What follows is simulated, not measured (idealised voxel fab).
Proc. module: voxel transistor to metal
Each square cell in cross-section cut measures 5 nm, and the section as a whole is 195 nm wide.
In this document a cross-section is written as a grid of square cells. It is given as a series of bands, listed from the top down, and a band is one or more rows of cells. It is stipulated that each band's entry specify, in nanometres, the height of the top of the band and then that of its bottom, followed by the materials of the band in left-to-right sequence, each together with its width in nanometres. A single material marked by the word "full width" is understood to fill the band from edge to edge; the word "air" is understood to denote empty space. Heights are measured from 0, the level below which the as-received wafer is all one material; the lowest band has no bottom and continues downward, written as in "from 0 down". Quick explanation for "30 to 40": the width changes in equal steps down the rows of cells, from the first number in the band's top row to the second number in its bottom row. The designation "all unchanged", where it is given for a processing step, indicates that no cell of the cross-section was altered in the course of that step. Entry "Cavities, sealed". Content: empty spaces with no open connection to the top, size 8 cells or greater. Each: width x height at distance. Distance: from left edge. Unit: nm. Post-settings text on a step line: simulator's own remark regarding the step. For masked steps, "overlay nm" on the step line gives how far right of plan the mask actually lay; a minus sign means it lay to the left.
The following list gives the planned process steps
1) RECEIVE,material Si
2) CONFORMAL_DEP,material SiO2,thk nm 5
3) CONFORMAL_DEP,material SiN,thk nm 10
4) PATTERN,tone cover,mask id ACTIVE,material resist,width nm 125,thk nm 15,overlay nm 0
5) DIRECTIONAL_ETCH,etch materials SiN,depth nm 10
6) DIRECTIONAL_ETCH,etch materials SiO2,depth nm 5
7) DIRECTIONAL_ETCH,etch materials Si,depth nm 20
8) STRIP,etch materials resist
9) OXIDIZE,depth nm 5
10) FILL_DEP,material SiO2,thk nm 5
11) CMP,height nm 15
12) SELECTIVE_ETCH,etch materials SiO2,depth nm 10
13) STRIP,etch materials SiN
14) SELECTIVE_ETCH,etch materials SiO2,depth nm 5
15) OXIDIZE,depth nm 5
16) DIRECTIONAL_DEP,material polySi,thk nm 30
17) DIRECTIONAL_DEP,material SiCN,thk nm 15
18) PATTERN,tone cover,mask id GATE,material resist,width nm 35,thk nm 15,overlay nm 0
19) DIRECTIONAL_ETCH,etch materials SiCN,depth nm 25
20) DIRECTIONAL_ETCH,etch materials polySi,depth nm 40
21) STRIP,etch materials resist
22) CONFORMAL_DEP,material SiO2,thk nm 5
23) DIRECTIONAL_ETCH,etch materials SiO2,depth nm 5
24) CONFORMAL_DEP,material SiN,thk nm 5
25) DIRECTIONAL_ETCH,etch materials SiN,depth nm 5
26) DIRECTIONAL_ETCH,etch materials SiO2,depth nm 5
27) DIRECTIONAL_ETCH,etch materials Si,depth nm 15
28) EPI,material SiGe,thk nm 20
29) FILL_DEP,material SiO2,thk nm 5
30) CMP,height nm 30
31) STRIP,etch materials polySi
32) SELECTIVE_ETCH,etch materials SiO2,depth nm 5
33) CONFORMAL_DEP,material HfO2,thk nm 5
34) CONFORMAL_DEP,material TiN,thk nm 5
35) FILL_DEP,material W,thk nm 10
36) CMP,height nm 25
37) DIRECTIONAL_DEP,material SiO2,thk nm 10
38) DIRECTIONAL_DEP,material aC,thk nm 15
39) PATTERN,tone open,mask id CONTACT,material resist,width nm 15,pitch nm 90,thk nm 30,overlay nm 0
40) DIRECTIONAL_ETCH,etch materials aC,depth nm 15
41) STRIP,etch materials resist
42) DIRECTIONAL_ETCH,etch materials SiO2,depth nm 35
43) STRIP,etch materials aC
44) CONFORMAL_DEP,material TiN,thk nm 5
45) FILL_DEP,material Ru,thk nm 5
46) CMP,height nm 35
47) DIRECTIONAL_DEP,material TiN,thk nm 5
48) DIRECTIONAL_DEP,material W,thk nm 15
49) PATTERN,tone cover,mask id METAL_1,material resist,width nm 15,pitch nm 90,thk nm 15,overlay nm 0
50) DIRECTIONAL_ETCH,etch materials W,depth nm 15
51) DIRECTIONAL_ETCH,etch materials TiN,depth nm 5
52) STRIP,etch materials resist
53) FILL_DEP,material lowk,thk nm 10
54) CMP,height nm 55
55) CONFORMAL_DEP,material SiN,thk nm 5
First wafer out of two, processed as planned
Wafer at receipt (post step 1), cross-section
> from 0 down  Si full width
> Cavities, sealed: none
State of the wafer after step 2, shown in cross-section
> from 5 to 0  SiO2 full width
> No changes below 0.
State of the wafer after step 3, shown in cross-section
> from 15 to 5  SiN full width
> No changes below 5.
State of the wafer after step 4, shown in cross-section
> from 30 to 15  air: 35 | resist: 125 | air: 35
> No changes below 15.
State of the wafer after step 5, shown in cross-section
> from 30 to 15  air: 35 | resist: 125 | air: 35
> from 15 to 5  air: 35 | SiN: 125 | air: 35
> No changes below 5.
State of the wafer after step 6, shown in cross-section
> from 30 to 15  air: 35 | resist: 125 | air: 35
> from 15 to 5  air: 35 | SiN: 125 | air: 35
> from 5 to 0  air: 35 | SiO2: 125 | air: 35
> No changes below 0.
State of the wafer after step 7, shown in cross-section
> from 30 to 15  air: 35 | resist: 125 | air: 35
> from 15 to 5  air: 35 | SiN: 125 | air: 35
> from 5 to 0  air: 35 | SiO2: 125 | air: 35
> from 0 to -20  air: 35 | Si: 125 | air: 35
> No changes below -20.
State of the wafer after step 8, shown in cross-section
> from 15 to 5  air: 35 | SiN: 125 | air: 35
> No changes below 5.
State of the wafer after step 9, shown in cross-section
> from 15 to 5  air: 35 | SiN: 125 | air: 35
> from 5 to 0  air: 35 | SiO2: 125 | air: 35
> from 0 to -20  air: 35 | SiO2: 5 | Si: 115 | SiO2: 5 | air: 35
> from -20 to -25  SiO2: 40 | Si: 115 | SiO2: 40
> No changes below -25.
State of the wafer after step 10, shown in cross-section
> from 20 to 15  SiO2 full width
> from 15 to 5  SiO2: 35 | SiN: 125 | SiO2: 35
> from 5 to 0  SiO2 full width
> from 0 to -25  SiO2: 40 | Si: 115 | SiO2: 40
> No changes below -25.
State of the wafer after step 11, shown in cross-section
> from 15 to 5  SiO2: 35 | SiN: 125 | SiO2: 35
> No changes below 5.
State of the wafer after step 12, shown in cross-section
> from 15 to 5  air: 35 | SiN: 125 | air: 35
> No changes below 5.
State of the wafer after step 13, shown in cross-section
> from 5 to 0  SiO2 full width
> No changes below 0.
State of the wafer after step 14, shown in cross-section
> from 0 to -25  SiO2: 40 | Si: 115 | SiO2: 40
> No changes below -25.
State of the wafer after step 15, shown in cross-section
> from 0 to -5  SiO2 full width
> No changes below -5.
State of the wafer after step 16, shown in cross-section
> from 30 to 0  polySi full width
> No changes below 0.
State of the wafer after step 17, shown in cross-section
> from 45 to 30  SiCN full width
> No changes below 30.
State of the wafer after step 18, shown in cross-section
> from 60 to 45  air: 80 | resist: 35 | air: 80
> No changes below 45.
State of the wafer after step 19, shown in cross-section
> from 60 to 45  air: 80 | resist: 35 | air: 80
> from 45 to 30  air: 80 | SiCN: 35 | air: 80
> No changes below 30.
State of the wafer after step 20, shown in cross-section
> from 60 to 45  air: 80 | resist: 35 | air: 80
> from 45 to 30  air: 80 | SiCN: 35 | air: 80
> from 30 to 0  air: 80 | polySi: 35 | air: 80
> No changes below 0.
State of the wafer after step 21, shown in cross-section
> from 45 to 30  air: 80 | SiCN: 35 | air: 80
> No changes below 30.
State of the wafer after step 22, shown in cross-section
> from 50 to 45  air: 75 | SiO2: 45 | air: 75
> from 45 to 30  air: 75 | SiO2: 5 | SiCN: 35 | SiO2: 5 | air: 75
> from 30 to 5  air: 75 | SiO2: 5 | polySi: 35 | SiO2: 5 | air: 75
> from 5 to 0  SiO2: 80 | polySi: 35 | SiO2: 80
> No changes below 0.
State of the wafer after step 23, shown in cross-section
> from 45 to 30  air: 75 | SiO2: 5 | SiCN: 35 | SiO2: 5 | air: 75
> from 30 to 0  air: 75 | SiO2: 5 | polySi: 35 | SiO2: 5 | air: 75
> No changes below 0.
State of the wafer after step 24, shown in cross-section
> from 50 to 45  air: 70 | SiN: 55 | air: 70
> from 45 to 30  air: 70 | SiN: 5 | SiO2: 5 | SiCN: 35 | SiO2: 5 | SiN: 5 | air: 70
> from 30 to 5  air: 70 | SiN: 5 | SiO2: 5 | polySi: 35 | SiO2: 5 | SiN: 5 | air: 70
> from 5 to 0  SiN: 75 | SiO2: 5 | polySi: 35 | SiO2: 5 | SiN: 75
> No changes below 0.
State of the wafer after step 25, shown in cross-section
> from 45 to 30  air: 70 | SiN: 5 | SiO2: 5 | SiCN: 35 | SiO2: 5 | SiN: 5 | air: 70
> from 30 to 0  air: 70 | SiN: 5 | SiO2: 5 | polySi: 35 | SiO2: 5 | SiN: 5 | air: 70
> No changes below 0.
State of the wafer after step 26, shown in cross-section
> from 45 to 40  air: 70 | SiN: 5 | air: 5 | SiCN: 35 | air: 5 | SiN: 5 | air: 70
> from 40 to 30  air: 70 | SiN: 5 | SiO2: 5 | SiCN: 35 | SiO2: 5 | SiN: 5 | air: 70
> from 30 to 0  air: 70 | SiN: 5 | SiO2: 5 | polySi: 35 | SiO2: 5 | SiN: 5 | air: 70
> from 0 to -5  air: 70 | SiO2: 55 | air: 70
> No changes below -5.
State of the wafer after step 27, shown in cross-section
> from 45 to 40  air: 70 | SiN: 5 | air: 5 | SiCN: 35 | air: 5 | SiN: 5 | air: 70
> from 40 to 30  air: 70 | SiN: 5 | SiO2: 5 | SiCN: 35 | SiO2: 5 | SiN: 5 | air: 70
> from 30 to 0  air: 70 | SiN: 5 | SiO2: 5 | polySi: 35 | SiO2: 5 | SiN: 5 | air: 70
> from 0 to -5  air: 70 | SiO2: 55 | air: 70
> from -5 to -20  SiO2: 40 | air: 30 | Si: 55 | air: 30 | SiO2: 40
> No changes below -20.
State of the wafer after step 28, shown in cross-section
> from 45 to 40  air: 70 | SiN: 5 | air: 5 | SiCN: 35 | air: 5 | SiN: 5 | air: 70
> from 40 to 30  air: 70 | SiN: 5 | SiO2: 5 | SiCN: 35 | SiO2: 5 | SiN: 5 | air: 70
> from 30 to 15  air: 70 | SiN: 5 | SiO2: 5 | polySi: 35 | SiO2: 5 | SiN: 5 | air: 70
> from 15 to 0  air: 50 | SiGe: 20 | SiN: 5 | SiO2: 5 | polySi: 35 | SiO2: 5 | SiN: 5 | SiGe: 20 | air: 50
> from 0 to -5  air: 35 | SiGe: 35 | SiO2: 55 | SiGe: 35 | air: 35
> from -5 to -20  SiO2: 40 | SiGe: 30 | Si: 55 | SiGe: 30 | SiO2: 40
> No changes below -20.
State of the wafer after step 29, shown in cross-section
> from 50 to 45  SiO2 full width
> from 45 to 30  SiO2: 70 | SiN: 5 | SiO2: 5 | SiCN: 35 | SiO2: 5 | SiN: 5 | SiO2: 70
> from 30 to 15  SiO2: 70 | SiN: 5 | SiO2: 5 | polySi: 35 | SiO2: 5 | SiN: 5 | SiO2: 70
> from 15 to 0  SiO2: 50 | SiGe: 20 | SiN: 5 | SiO2: 5 | polySi: 35 | SiO2: 5 | SiN: 5 | SiGe: 20 | SiO2: 50
> from 0 to -5  SiO2: 35 | SiGe: 35 | SiO2: 55 | SiGe: 35 | SiO2: 35
> No changes below -5.
State of the wafer after step 30, shown in cross-section
> from 30 to 15  SiO2: 70 | SiN: 5 | SiO2: 5 | polySi: 35 | SiO2: 5 | SiN: 5 | SiO2: 70
> No changes below 15.
State of the wafer after step 31, shown in cross-section
> from 30 to 15  SiO2: 70 | SiN: 5 | SiO2: 5 | air: 35 | SiO2: 5 | SiN: 5 | SiO2: 70
> from 15 to 0  SiO2: 50 | SiGe: 20 | SiN: 5 | SiO2: 5 | air: 35 | SiO2: 5 | SiN: 5 | SiGe: 20 | SiO2: 50
> No changes below 0.
State of the wafer after step 32, shown in cross-section
> from 30 to 25  air: 70 | SiN: 5 | air: 45 | SiN: 5 | air: 70
> from 25 to 15  SiO2: 70 | SiN: 5 | air: 45 | SiN: 5 | SiO2: 70
> from 15 to 0  SiO2: 50 | SiGe: 20 | SiN: 5 | air: 45 | SiN: 5 | SiGe: 20 | SiO2: 50
> from 0 to -5  SiO2: 35 | SiGe: 35 | SiO2: 5 | air: 45 | SiO2: 5 | SiGe: 35 | SiO2: 35
> No changes below -5.
State of the wafer after step 33, shown in cross-section
> from 35 to 30  air: 65 | HfO2: 15 | air: 35 | HfO2: 15 | air: 65
> from 30 to 25  HfO2: 70 | SiN: 5 | HfO2: 5 | air: 35 | HfO2: 5 | SiN: 5 | HfO2: 70
> from 25 to 15  SiO2: 70 | SiN: 5 | HfO2: 5 | air: 35 | HfO2: 5 | SiN: 5 | SiO2: 70
> from 15 to 0  SiO2: 50 | SiGe: 20 | SiN: 5 | HfO2: 5 | air: 35 | HfO2: 5 | SiN: 5 | SiGe: 20 | SiO2: 50
> from 0 to -5  SiO2: 35 | SiGe: 35 | SiO2: 5 | HfO2: 45 | SiO2: 5 | SiGe: 35 | SiO2: 35
> No changes below -5.
State of the wafer after step 34, shown in cross-section
> from 40 to 35  air: 60 | TiN: 25 | air: 25 | TiN: 25 | air: 60
> from 35 to 30  TiN: 65 | HfO2: 15 | TiN: 5 | air: 25 | TiN: 5 | HfO2: 15 | TiN: 65
> from 30 to 25  HfO2: 70 | SiN: 5 | HfO2: 5 | TiN: 5 | air: 25 | TiN: 5 | HfO2: 5 | SiN: 5 | HfO2: 70
> from 25 to 15  SiO2: 70 | SiN: 5 | HfO2: 5 | TiN: 5 | air: 25 | TiN: 5 | HfO2: 5 | SiN: 5 | SiO2: 70
> from 15 to 5  SiO2: 50 | SiGe: 20 | SiN: 5 | HfO2: 5 | TiN: 5 | air: 25 | TiN: 5 | HfO2: 5 | SiN: 5 | SiGe: 20 | SiO2: 50
> from 5 to 0  SiO2: 50 | SiGe: 20 | SiN: 5 | HfO2: 5 | TiN: 35 | HfO2: 5 | SiN: 5 | SiGe: 20 | SiO2: 50
> No changes below 0.
State of the wafer after step 35, shown in cross-section
> from 50 to 40  W full width
> from 40 to 35  W: 60 | TiN: 25 | W: 25 | TiN: 25 | W: 60
> from 35 to 30  TiN: 65 | HfO2: 15 | TiN: 5 | W: 25 | TiN: 5 | HfO2: 15 | TiN: 65
> from 30 to 25  HfO2: 70 | SiN: 5 | HfO2: 5 | TiN: 5 | W: 25 | TiN: 5 | HfO2: 5 | SiN: 5 | HfO2: 70
> from 25 to 15  SiO2: 70 | SiN: 5 | HfO2: 5 | TiN: 5 | W: 25 | TiN: 5 | HfO2: 5 | SiN: 5 | SiO2: 70
> from 15 to 5  SiO2: 50 | SiGe: 20 | SiN: 5 | HfO2: 5 | TiN: 5 | W: 25 | TiN: 5 | HfO2: 5 | SiN: 5 | SiGe: 20 | SiO2: 50
> No changes below 5.
State of the wafer after step 36, shown in cross-section
> from 25 to 15  SiO2: 70 | SiN: 5 | HfO2: 5 | TiN: 5 | W: 25 | TiN: 5 | HfO2: 5 | SiN: 5 | SiO2: 70
> No changes below 15.
State of the wafer after step 37, shown in cross-section
> from 35 to 25  SiO2 full width
> No changes below 25.
State of the wafer after step 38, shown in cross-section
> from 50 to 35  aC full width
> No changes below 35.
State of the wafer after step 39, shown in cross-section
> from 80 to 50  resist: 45 | air: 15 | resist: 75 | air: 15 | resist: 45
> No changes below 50.
State of the wafer after step 40, shown in cross-section
> from 65 to 50  resist: 45 | air: 15 | resist: 75 | air: 15 | resist: 45
> from 50 to 35  aC: 45 | air: 15 | aC: 75 | air: 15 | aC: 45
> No changes below 35.
State of the wafer after step 41, shown in cross-section
> from 50 to 35  aC: 45 | air: 15 | aC: 75 | air: 15 | aC: 45
> No changes below 35.
State of the wafer after step 42, shown in cross-section
> from 50 to 35  aC: 45 | air: 15 | aC: 75 | air: 15 | aC: 45
> from 35 to 25  SiO2: 45 | air: 15 | SiO2: 75 | air: 15 | SiO2: 45
> from 25 to 15  SiO2: 45 | air: 15 | SiO2: 10 | SiN: 5 | HfO2: 5 | TiN: 5 | W: 25 | TiN: 5 | HfO2: 5 | SiN: 5 | SiO2: 10 | air: 15 | SiO2: 45
> from 15 to 5  SiO2: 45 | air: 5 | SiGe: 20 | SiN: 5 | HfO2: 5 | TiN: 5 | W: 25 | TiN: 5 | HfO2: 5 | SiN: 5 | SiGe: 20 | air: 5 | SiO2: 45
> from 5 to 0  SiO2: 45 | air: 5 | SiGe: 20 | SiN: 5 | HfO2: 5 | TiN: 35 | HfO2: 5 | SiN: 5 | SiGe: 20 | air: 5 | SiO2: 45
> No changes below 0.
State of the wafer after step 43, shown in cross-section
> from 35 to 25  SiO2: 45 | air: 15 | SiO2: 75 | air: 15 | SiO2: 45
> No changes below 25.
State of the wafer after step 44, shown in cross-section
> from 40 to 35  TiN: 50 | air: 5 | TiN: 85 | air: 5 | TiN: 50
> from 35 to 25  SiO2: 45 | TiN: 5 | air: 5 | TiN: 5 | SiO2: 75 | TiN: 5 | air: 5 | TiN: 5 | SiO2: 45
> from 25 to 20  SiO2: 45 | TiN: 5 | air: 5 | TiN: 5 | SiO2: 10 | SiN: 5 | HfO2: 5 | TiN: 5 | W: 25 | TiN: 5 | HfO2: 5 | SiN: 5 | SiO2: 10 | TiN: 5 | air: 5 | TiN: 5 | SiO2: 45
> from 20 to 15  SiO2: 45 | TiN: 15 | SiO2: 10 | SiN: 5 | HfO2: 5 | TiN: 5 | W: 25 | TiN: 5 | HfO2: 5 | SiN: 5 | SiO2: 10 | TiN: 15 | SiO2: 45
> from 15 to 5  SiO2: 45 | TiN: 5 | SiGe: 20 | SiN: 5 | HfO2: 5 | TiN: 5 | W: 25 | TiN: 5 | HfO2: 5 | SiN: 5 | SiGe: 20 | TiN: 5 | SiO2: 45
> from 5 to 0  SiO2: 45 | TiN: 5 | SiGe: 20 | SiN: 5 | HfO2: 5 | TiN: 35 | HfO2: 5 | SiN: 5 | SiGe: 20 | TiN: 5 | SiO2: 45
> No changes below 0.
State of the wafer after step 45, shown in cross-section
> from 45 to 40  Ru full width
> from 40 to 35  TiN: 50 | Ru: 5 | TiN: 85 | Ru: 5 | TiN: 50
> from 35 to 25  SiO2: 45 | TiN: 5 | Ru: 5 | TiN: 5 | SiO2: 75 | TiN: 5 | Ru: 5 | TiN: 5 | SiO2: 45
> from 25 to 20  SiO2: 45 | TiN: 5 | Ru: 5 | TiN: 5 | SiO2: 10 | SiN: 5 | HfO2: 5 | TiN: 5 | W: 25 | TiN: 5 | HfO2: 5 | SiN: 5 | SiO2: 10 | TiN: 5 | Ru: 5 | TiN: 5 | SiO2: 45
> No changes below 20.
State of the wafer after step 46, shown in cross-section
> from 35 to 25  SiO2: 45 | TiN: 5 | Ru: 5 | TiN: 5 | SiO2: 75 | TiN: 5 | Ru: 5 | TiN: 5 | SiO2: 45
> No changes below 25.
State of the wafer after step 47, shown in cross-section
> from 40 to 35  TiN full width
> No changes below 35.
State of the wafer after step 48, shown in cross-section
> from 55 to 40  W full width
> No changes below 40.
State of the wafer after step 49, shown in cross-section
> from 70 to 55  air: 45 | resist: 15 | air: 75 | resist: 15 | air: 45
> No changes below 55.
State of the wafer after step 50, shown in cross-section
> from 70 to 55  air: 45 | resist: 15 | air: 75 | resist: 15 | air: 45
> from 55 to 40  air: 45 | W: 15 | air: 75 | W: 15 | air: 45
> No changes below 40.
State of the wafer after step 51, shown in cross-section
> from 70 to 55  air: 45 | resist: 15 | air: 75 | resist: 15 | air: 45
> from 55 to 40  air: 45 | W: 15 | air: 75 | W: 15 | air: 45
> from 40 to 35  air: 45 | TiN: 15 | air: 75 | TiN: 15 | air: 45
> No changes below 35.
State of the wafer after step 52, shown in cross-section
> from 55 to 40  air: 45 | W: 15 | air: 75 | W: 15 | air: 45
> No changes below 40.
State of the wafer after step 53, shown in cross-section
> from 65 to 55  lowk full width
> from 55 to 40  lowk: 45 | W: 15 | lowk: 75 | W: 15 | lowk: 45
> from 40 to 35  lowk: 45 | TiN: 15 | lowk: 75 | TiN: 15 | lowk: 45
> No changes below 35.
State of the wafer after step 54, shown in cross-section
> from 55 to 40  lowk: 45 | W: 15 | lowk: 75 | W: 15 | lowk: 45
> No changes below 40.
State of the wafer after step 55, shown in cross-section
> from 60 to 55  SiN full width
> No changes below 55.
Regarding the second of the two wafers: it shared the first wafer's starting condition and process plan, yet one error occurred during its execution. Its history coincides with that of the first wafer up to and including step 27
X-section, second wafer, when step 28 was due to finish
> from 45 to 40  air: 70 | SiN: 5 | air: 5 | SiCN: 35 | air: 5 | SiN: 5 | air: 70
> from 40 to 30  air: 70 | SiN: 5 | SiO2: 5 | SiCN: 35 | SiO2: 5 | SiN: 5 | air: 70
> from 30 to 20  air: 70 | SiN: 5 | SiO2: 5 | polySi: 35 | SiO2: 5 | SiN: 5 | air: 70
> from 20 to 5  air: 45 | SiGe: 25 | SiN: 5 | SiO2: 5 | polySi: 35 | SiO2: 5 | SiN: 5 | SiGe: 25 | air: 45
> from 5 to 0  air: 30 | SiGe: 40 | SiN: 5 | SiO2: 5 | polySi: 35 | SiO2: 5 | SiN: 5 | SiGe: 40 | air: 30
> from 0 to -5  air: 30 | SiGe: 40 | SiO2: 55 | SiGe: 40 | air: 30
> from -5 to -20  SiO2: 40 | SiGe: 30 | Si: 55 | SiGe: 30 | SiO2: 40
> No changes below -20.
X-section, second wafer, when step 29 was due to finish
> from 50 to 45  SiO2 full width
> from 45 to 30  SiO2: 70 | SiN: 5 | SiO2: 5 | SiCN: 35 | SiO2: 5 | SiN: 5 | SiO2: 70
> from 30 to 20  SiO2: 70 | SiN: 5 | SiO2: 5 | polySi: 35 | SiO2: 5 | SiN: 5 | SiO2: 70
> from 20 to 5  SiO2: 45 | SiGe: 25 | SiN: 5 | SiO2: 5 | polySi: 35 | SiO2: 5 | SiN: 5 | SiGe: 25 | SiO2: 45
> from 5 to 0  SiO2: 30 | SiGe: 40 | SiN: 5 | SiO2: 5 | polySi: 35 | SiO2: 5 | SiN: 5 | SiGe: 40 | SiO2: 30
> from 0 to -5  SiO2: 30 | SiGe: 40 | SiO2: 55 | SiGe: 40 | SiO2: 30
> No changes below -5.
X-section, second wafer, when step 30 was due to finish
> from 30 to 20  SiO2: 70 | SiN: 5 | SiO2: 5 | polySi: 35 | SiO2: 5 | SiN: 5 | SiO2: 70
> No changes below 20.
X-section, second wafer, when step 31 was due to finish
> from 30 to 20  SiO2: 70 | SiN: 5 | SiO2: 5 | air: 35 | SiO2: 5 | SiN: 5 | SiO2: 70
> from 20 to 5  SiO2: 45 | SiGe: 25 | SiN: 5 | SiO2: 5 | air: 35 | SiO2: 5 | SiN: 5 | SiGe: 25 | SiO2: 45
> from 5 to 0  SiO2: 30 | SiGe: 40 | SiN: 5 | SiO2: 5 | air: 35 | SiO2: 5 | SiN: 5 | SiGe: 40 | SiO2: 30
> No changes below 0.
X-section, second wafer, when step 32 was due to finish
> from 30 to 25  air: 70 | SiN: 5 | air: 45 | SiN: 5 | air: 70
> from 25 to 20  SiO2: 70 | SiN: 5 | air: 45 | SiN: 5 | SiO2: 70
> from 20 to 5  SiO2: 45 | SiGe: 25 | SiN: 5 | air: 45 | SiN: 5 | SiGe: 25 | SiO2: 45
> from 5 to 0  SiO2: 30 | SiGe: 40 | SiN: 5 | air: 45 | SiN: 5 | SiGe: 40 | SiO2: 30
> from 0 to -5  SiO2: 30 | SiGe: 40 | SiO2: 5 | air: 45 | SiO2: 5 | SiGe: 40 | SiO2: 30
> No changes below -5.
X-section, second wafer, when step 33 was due to finish
> from 35 to 30  air: 65 | HfO2: 15 | air: 35 | HfO2: 15 | air: 65
> from 30 to 25  HfO2: 70 | SiN: 5 | HfO2: 5 | air: 35 | HfO2: 5 | SiN: 5 | HfO2: 70
> from 25 to 20  SiO2: 70 | SiN: 5 | HfO2: 5 | air: 35 | HfO2: 5 | SiN: 5 | SiO2: 70
> from 20 to 5  SiO2: 45 | SiGe: 25 | SiN: 5 | HfO2: 5 | air: 35 | HfO2: 5 | SiN: 5 | SiGe: 25 | SiO2: 45
> from 5 to 0  SiO2: 30 | SiGe: 40 | SiN: 5 | HfO2: 5 | air: 35 | HfO2: 5 | SiN: 5 | SiGe: 40 | SiO2: 30
> from 0 to -5  SiO2: 30 | SiGe: 40 | SiO2: 5 | HfO2: 45 | SiO2: 5 | SiGe: 40 | SiO2: 30
> No changes below -5.
X-section, second wafer, when step 34 was due to finish
> from 40 to 35  air: 60 | TiN: 25 | air: 25 | TiN: 25 | air: 60
> from 35 to 30  TiN: 65 | HfO2: 15 | TiN: 5 | air: 25 | TiN: 5 | HfO2: 15 | TiN: 65
> from 30 to 25  HfO2: 70 | SiN: 5 | HfO2: 5 | TiN: 5 | air: 25 | TiN: 5 | HfO2: 5 | SiN: 5 | HfO2: 70
> from 25 to 20  SiO2: 70 | SiN: 5 | HfO2: 5 | TiN: 5 | air: 25 | TiN: 5 | HfO2: 5 | SiN: 5 | SiO2: 70
> from 20 to 5  SiO2: 45 | SiGe: 25 | SiN: 5 | HfO2: 5 | TiN: 5 | air: 25 | TiN: 5 | HfO2: 5 | SiN: 5 | SiGe: 25 | SiO2: 45
> from 5 to 0  SiO2: 30 | SiGe: 40 | SiN: 5 | HfO2: 5 | TiN: 35 | HfO2: 5 | SiN: 5 | SiGe: 40 | SiO2: 30
> No changes below 0.
X-section, second wafer, when step 35 was due to finish
> from 50 to 40  W full width
> from 40 to 35  W: 60 | TiN: 25 | W: 25 | TiN: 25 | W: 60
> from 35 to 30  TiN: 65 | HfO2: 15 | TiN: 5 | W: 25 | TiN: 5 | HfO2: 15 | TiN: 65
> from 30 to 25  HfO2: 70 | SiN: 5 | HfO2: 5 | TiN: 5 | W: 25 | TiN: 5 | HfO2: 5 | SiN: 5 | HfO2: 70
> from 25 to 20  SiO2: 70 | SiN: 5 | HfO2: 5 | TiN: 5 | W: 25 | TiN: 5 | HfO2: 5 | SiN: 5 | SiO2: 70
> from 20 to 5  SiO2: 45 | SiGe: 25 | SiN: 5 | HfO2: 5 | TiN: 5 | W: 25 | TiN: 5 | HfO2: 5 | SiN: 5 | SiGe: 25 | SiO2: 45
> No changes below 5.
X-section, second wafer, when step 36 was due to finish
> from 25 to 20  SiO2: 70 | SiN: 5 | HfO2: 5 | TiN: 5 | W: 25 | TiN: 5 | HfO2: 5 | SiN: 5 | SiO2: 70
> No changes below 20.
X-section, second wafer, when step 37 was due to finish
> from 35 to 25  SiO2 full width
> No changes below 25.
X-section, second wafer, when step 38 was due to finish
> from 50 to 35  aC full width
> No changes below 35.
X-section, second wafer, when step 39 was due to finish
> from 80 to 50  resist: 45 | air: 15 | resist: 75 | air: 15 | resist: 45
> No changes below 50.
X-section, second wafer, when step 40 was due to finish
> from 65 to 50  resist: 45 | air: 15 | resist: 75 | air: 15 | resist: 45
> from 50 to 35  aC: 45 | air: 15 | aC: 75 | air: 15 | aC: 45
> No changes below 35.
X-section, second wafer, when step 41 was due to finish
> from 50 to 35  aC: 45 | air: 15 | aC: 75 | air: 15 | aC: 45
> No changes below 35.
X-section, second wafer, when step 42 was due to finish
> from 50 to 35  aC: 45 | air: 15 | aC: 75 | air: 15 | aC: 45
> from 35 to 25  SiO2: 45 | air: 15 | SiO2: 75 | air: 15 | SiO2: 45
> from 25 to 20  SiO2: 45 | air: 15 | SiO2: 10 | SiN: 5 | HfO2: 5 | TiN: 5 | W: 25 | TiN: 5 | HfO2: 5 | SiN: 5 | SiO2: 10 | air: 15 | SiO2: 45
> No changes below 20.
X-section, second wafer, when step 43 was due to finish
> from 35 to 25  SiO2: 45 | air: 15 | SiO2: 75 | air: 15 | SiO2: 45
> No changes below 25.
X-section, second wafer, when step 44 was due to finish
> from 40 to 35  TiN: 50 | air: 5 | TiN: 85 | air: 5 | TiN: 50
> from 35 to 25  SiO2: 45 | TiN: 5 | air: 5 | TiN: 5 | SiO2: 75 | TiN: 5 | air: 5 | TiN: 5 | SiO2: 45
> from 25 to 20  SiO2: 45 | TiN: 15 | SiO2: 10 | SiN: 5 | HfO2: 5 | TiN: 5 | W: 25 | TiN: 5 | HfO2: 5 | SiN: 5 | SiO2: 10 | TiN: 15 | SiO2: 45
> No changes below 20.
X-section, second wafer, when step 45 was due to finish
> from 45 to 40  Ru full width
> from 40 to 35  TiN: 50 | Ru: 5 | TiN: 85 | Ru: 5 | TiN: 50
> from 35 to 25  SiO2: 45 | TiN: 5 | Ru: 5 | TiN: 5 | SiO2: 75 | TiN: 5 | Ru: 5 | TiN: 5 | SiO2: 45
> No changes below 25.
X-section, second wafer, when step 46 was due to finish
> from 35 to 25  SiO2: 45 | TiN: 5 | Ru: 5 | TiN: 5 | SiO2: 75 | TiN: 5 | Ru: 5 | TiN: 5 | SiO2: 45
> No changes below 25.
X-section, second wafer, when step 47 was due to finish
> from 40 to 35  TiN full width
> No changes below 35.
X-section, second wafer, when step 48 was due to finish
> from 55 to 40  W full width
> No changes below 40.
X-section, second wafer, when step 49 was due to finish
> from 70 to 55  air: 45 | resist: 15 | air: 75 | resist: 15 | air: 45
> No changes below 55.
X-section, second wafer, when step 50 was due to finish
> from 70 to 55  air: 45 | resist: 15 | air: 75 | resist: 15 | air: 45
> from 55 to 40  air: 45 | W: 15 | air: 75 | W: 15 | air: 45
> No changes below 40.
X-section, second wafer, when step 51 was due to finish
> from 70 to 55  air: 45 | resist: 15 | air: 75 | resist: 15 | air: 45
> from 55 to 40  air: 45 | W: 15 | air: 75 | W: 15 | air: 45
> from 40 to 35  air: 45 | TiN: 15 | air: 75 | TiN: 15 | air: 45
> No changes below 35.
X-section, second wafer, when step 52 was due to finish
> from 55 to 40  air: 45 | W: 15 | air: 75 | W: 15 | air: 45
> No changes below 40.
X-section, second wafer, when step 53 was due to finish
> from 65 to 55  lowk full width
> from 55 to 40  lowk: 45 | W: 15 | lowk: 75 | W: 15 | lowk: 45
> from 40 to 35  lowk: 45 | TiN: 15 | lowk: 75 | TiN: 15 | lowk: 45
> No changes below 35.
X-section, second wafer, when step 54 was due to finish
> from 55 to 40  lowk: 45 | W: 15 | lowk: 75 | W: 15 | lowk: 45
> No changes below 40.
X-section, second wafer, when step 55 was due to finish
> from 60 to 55  SiN full width
> No changes below 55.
Short version of what went wrong: step 28 off recipe, ran as EPI,material SiGe,thk nm 25
Once processing is complete, comparing cell counts shows that the second wafer has more or fewer of certain materials than the first: 2 fewer of Ru | 24 more of SiGe | 12 fewer of SiO2 | 10 fewer of TiN
